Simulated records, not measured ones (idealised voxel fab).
Process module under the name voxel lift off
In the cross-section labelled cut, the width is 290 nm and each square cell is 5 nm.
Each cross-section below is a grid of square cells, stated as bands in top-down order, with one or more rows of cells making up each band.
What a band's entry tells you: where the top is and where the bottom is, as heights in nm, and after that what lies inside, material by material from left to right, each with its width in nm. Empty space is written as the word "air", and a single material marked with the word "edge to edge" occupies the band from edge to edge.
It should be noted that heights are counted from 0, beneath which the wafer as supplied is of one material throughout, and that the lowest band possesses no lower boundary but continues downward, as written in "z 0 and below".
With a width like "30->40", each row of cells in the band differs from the next by the same amount, the top row carrying the first number and the bottom row the second.
"no alteration" -> step changed no cross-section cell.
Empty spaces without an open route to the top, at least 8 cells in extent, make up the entry "Fully sealed cavities"; each is given as width x height at distance, where the distance is measured from the left edge, and all are in nm.
What comes after the settings on a step's line is commentary from the simulator itself on that step.
The line of a step may include "overlay nm". On a step with a mask, this value is how far to the right of its planned place the mask lay. A negative value means the mask lay to the left.

The steps planned for the process are as follows:
1 RECEIVE, material Si
2 CONFORMAL_DEP, material SiO2, thk nm 5
3 PATTERN, tone open, mask id LINES, material resist, width nm 25, pitch nm 40, thk nm 25, overlay nm 0
4 DIRECTIONAL_DEP, material Ru, thk nm 10
5 STRIP, etch materials resist
6 CONFORMAL_DEP, material SiCN, thk nm 10

On the first of the two wafers: run conducted according to plan:

The cross-section here shows the wafer as received, i.e. in its state after step 1:
	z 0 and below: Si edge to edge
	Fully sealed cavities: none

Step 2 done - wafer cross-section:
	z 5 to 0: SiO2 edge to edge
	Rest of section, below 0: as before.

Step 3 done - wafer cross-section:
	z 30 to 5: 110 of resist  25 of air  15 of resist  25 of air  115 of resist
	Rest of section, below 5: as before.

Step 4 done - wafer cross-section:
	z 40 to 30: 110 of Ru  25 of air  15 of Ru  25 of air  115 of Ru
	z 30 to 15: 110 of resist  25 of air  15 of resist  25 of air  115 of resist
	z 15 to 5: 110 of resist  25 of Ru  15 of resist  25 of Ru  115 of resist
	Rest of section, below 5: as before.

Step 5 done - wafer cross-section:
	z 15 to 5: 110 of air  25 of Ru  15 of air  25 of Ru  115 of air
	Rest of section, below 5: as before.

Step 6 done - wafer cross-section:
	z 25 to 15: 100 of air  85 of SiCN  105 of air
	z 15 to 5: 110 of SiCN  25 of Ru  15 of SiCN  25 of Ru  115 of SiCN
	Rest of section, below 5: as before.

Second Wafer (Identical Start and Plan, One Processing Error; Matches First Wafer Through Step 2):

X-section, second wafer, when step 3 was due to finish:
	z 30 to 5: 120 of resist  25 of air  15 of resist  25 of air  105 of resist
	Rest of section, below 5: as before.

X-section, second wafer, when step 4 was due to finish:
	z 40 to 30: 120 of Ru  25 of air  15 of Ru  25 of air  105 of Ru
	z 30 to 15: 120 of resist  25 of air  15 of resist  25 of air  105 of resist
	z 15 to 5: 120 of resist  25 of Ru  15 of resist  25 of Ru  105 of resist
	Rest of section, below 5: as before.

X-section, second wafer, when step 5 was due to finish:
	z 15 to 5: 120 of air  25 of Ru  15 of air  25 of Ru  105 of air
	Rest of section, below 5: as before.

X-section, second wafer, when step 6 was due to finish:
	z 25 to 15: 110 of air  85 of SiCN  95 of air
	z 15 to 5: 120 of SiCN  25 of Ru  15 of SiCN  25 of Ru  105 of SiCN
	Rest of section, below 5: as before.
Deviation noted in wafer processing: step 3 went in with a setting other than planned; the actual run was PATTERN, tone open, mask id LINES, material resist, width nm 25, pitch nm 40, thk nm 25, overlay nm 10
End check, second vs first wafer: material counts in cells match, positions do not.
